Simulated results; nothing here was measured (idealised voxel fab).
Process module under the name voxel local oxidation
Shown is cross-section cut, with a width of 235 nm and square cells of size 5 nm.
If you're reading a cross-section in this doc, picture square cells in a grid; it comes to you as bands, top ones listed first down to the bottom, and a band can be one or more rows of cells. A band entry consists of two parts. The first gives the height of the band's top and the height of its bottom, in nm. The rest lists the band's materials from left to right, each with its width in nm. A single material labelled with the word "edge to edge" fills the band from edge to edge, and the word "air" marks empty space. Measure heights from 0. That's the level where, below it, the as-received wafer is all one material. The lowest band is bottomless and extends downward; write it as in "from 0 down". The two numbers in a width such as "30..40" mark its ends across the band: the first belongs to the top row of cells, the second to the bottom row, and from each row to the next the width moves by the same amount. Step note "identical to before" = no cross-section cell changed. "Unvented internal voids": sealed empty spaces, 8 cells or more, no open way to top, listed width x height at distance, with distance from the left edge and width, height and distance in nm. Text after the settings on a step's line: the simulator's own remark on that step. For masked steps, "overlay nm" on the step line gives how far right of plan the mask actually lay; a minus sign means it lay to the left.
This section lists the process steps that were planned
1) RECEIVE with material Si
2) OXIDIZE with depth nm 5
3) CONFORMAL_DEP with material SiN, thk nm 15
4) PATTERN with tone cover, mask id ACTIVE, material resist, width nm 130, thk nm 20, overlay nm 0
5) DIRECTIONAL_ETCH with etch materials SiN, depth nm 15
6) STRIP with etch materials resist
7) SELECTIVE_ETCH with etch materials SiO2, depth nm 5
8) OXIDIZE with depth nm 10
9) STRIP with etch materials SiN
Cross-section of the wafer as it came to us, i.e., already through step 1
  from 0 down | Si edge to edge
  Unvented internal voids: none
Same starting wafer, same plan as above, one mistake in the execution; this is the cross-section at the end of the module
  from 0 to -5 | 55 nm air; 120 nm SiO2; 60 nm air
  from -5 to -15 | SiO2 edge to edge
  from -15 down | Si edge to edge
  Unvented internal voids: none
Want to know what went wrong? step 2 went in with a setting other than planned; the actual run was OXIDIZE with depth nm 15
